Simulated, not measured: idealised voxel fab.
The following is a process module called voxel released beams.
Section cut is 160 nm wide and gridded with 5 nm square cells.
In what follows, cross-sections appear as grids of square cells, described through bands that run from the top down, where every band is one or more rows of cells.
Within each band entry, the heights of the top and of the bottom of the band appear first, in that order and in nm; the materials of the band then follow from left to right, each with its corresponding width in nm. The designation "everywhere" on a single material indicates that it fills the band from edge to edge; the designation "air" indicates empty space.
Measure heights from 0. That's the level where, below it, the as-received wafer is all one material. The lowest band is bottomless and extends downward; write it as in "from 0 down".
It should be noted that a width expressed as "30->40" varies in equal increments from row to row of cells within the band, taking the value of the first number at the top row and that of the second number at the bottom row.
"nothing got changed" for a step: no cell of the cross-section changed in that step.
Heads up: "Non-vented voids" only lists the empty pockets with no open path to the top that are 8 cells or more, and it writes them as width x height at distance, distance from the left edge, in nm.
after a step's settings: what the simulator itself notes on the step
"overlay nm" on a masked step: distance the mask lay right of its planned place, negative for left.

Plan
1: RECEIVE [material Si]
2: CONFORMAL_DEP [material SiN] [thk nm 5]
3: DIRECTIONAL_DEP [material SiO2] [thk nm 10]
4: DIRECTIONAL_DEP [material aC] [thk nm 10]
5: PATTERN [tone open] [mask id ANCHOR] [material resist] [width nm 30] [thk nm 30] [overlay nm 0]
6: DIRECTIONAL_ETCH [etch materials aC] [depth nm 10]
7: STRIP [etch materials resist]
8: DIRECTIONAL_ETCH [etch materials SiO2] [depth nm 10]
9: STRIP [etch materials aC]
10: CONFORMAL_DEP [material polySi] [thk nm 10]
11: PATTERN [tone cover] [mask id BEAM] [material resist] [width nm 95] [thk nm 15] [overlay nm 0]
12: DIRECTIONAL_ETCH [etch materials polySi] [depth nm 10]
13: STRIP [etch materials resist]
14: STRIP [etch materials SiO2]
Heads up: all these wafers start the same, and what changes between them is the width nm in step 11. The value you see in the plan is just what the first wafer got.

Cross-section of the first of several wafers as received (after step 1)
from 0 down | Si everywhere
Non-vented voids: none

At the end of the module, after its last step, step 14, the first of several wafers appears in cross-section as follows
from 25 to 15 | air (30)  polySi (10)  air (10)  polySi (75)  air (35)
from 15 to 5 | air (30)  polySi (30)  air (100)
from 5 to 0 | SiN everywhere
from 0 down | Si everywhere
Non-vented voids: none

Wafer cross-section (last wafer, module end)
from 25 to 15 | air (20)  polySi (20)  air (10)  polySi (90)  air (20)
from 15 to 5 | air (30)  polySi (30)  air (100)
from 5 to 0 | SiN everywhere
from 0 down | Si everywhere
Non-vented voids: none

Table: wafers, a row each; end-of-module cell change per material since receipt, gain (+), loss (-); then closed voids
width nm 95 | +32 SiN | +46 polySi | Non-vented voids: none
width nm 100 | +32 SiN | +48 polySi | Non-vented voids: none
width nm 105 | +32 SiN | +50 polySi | Non-vented voids: none
width nm 110 | +32 SiN | +52 polySi | Non-vented voids: none
width nm 115 | +32 SiN | +54 polySi | Non-vented voids: none
width nm 120 | +32 SiN | +56 polySi | Non-vented voids: none
